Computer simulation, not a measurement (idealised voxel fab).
process module | voxel fin reveal
cross-section cut | 270 nm wide | cells 5 nm
A cross-section is a grid of square cells, given in bands from the top down. A band is one or more rows of cells.
Each band's line starts with the height of the band's top and of its bottom, in nm. Then come its materials from left to right, each with its width in nm. One material with "throughout" fills the band from edge to edge. "air" is empty space.
Height 0 is the level under which the wafer as received is all one material. The lowest band goes on downwards, as in "0 down".
A width such as "30 to 40" changes by the same amount from each row of cells to the next, from the band's top row to its bottom row.
"no change" after a step means that no cell of the cross-section changed.
closed voids: empty space of 8 cells or more with no open way to the top, each as width x height at its distance from the left edge, in nm
after a step's settings: what the simulator itself notes on the step
overlay nm, on a step with a mask: how far to the right of its planned place the mask lay; to the left if negative
plan
1 op RECEIVE | material Si
2 op CONFORMAL_DEP | material SiN | thk nm 10
3 op PATTERN | tone cover | mask id FINS | material resist | width nm 15 | pitch nm 45 | thk nm 20 | overlay nm 0
4 op DIRECTIONAL_ETCH | etch materials SiN | depth nm 10
5 op DIRECTIONAL_ETCH | etch materials Si | depth nm 40
6 op STRIP | etch materials resist
7 op OXIDIZE | depth nm 5
8 op FILL_DEP | material SiO2 | thk nm 15
9 op CMP | height nm 10
10 op SELECTIVE_ETCH | etch materials SiO2 | depth nm 40
11 op STRIP | etch materials SiN
12 op CONFORMAL_DEP | material SiO2 | thk nm 5
as received, after step 1
  0 down: Si throughout
  closed voids: none
first wafer at the end, as planned
  5 to 0: air 105 | SiO2 15 | air 30 | SiO2 15 | air 105
  0 to -25: air 105 | SiO2 5 | Si 5 | SiO2 5 | air 30 | SiO2 5 | Si 5 | SiO2 5 | air 105
  -25 to -45: SiO2 110 | Si 5 | SiO2 40 | Si 5 | SiO2 110
  -45 down: Si throughout
  closed voids: none
second wafer at the end: like start, like plan, one mistake
  5 to 0: air 105 | SiO2 15 | air 30 | SiO2 15 | air 105
  0 to -10: air 105 | SiO2 5 | Si 5 | SiO2 5 | air 30 | SiO2 5 | Si 5 | SiO2 5 | air 105
  -10 to -45: SiO2 110 | Si 5 | SiO2 40 | Si 5 | SiO2 110
  -45 down: Si throughout
  closed voids: none
what went wrong: step 9 was left out
at the end the second wafer has, in cells: 144 more of SiO2
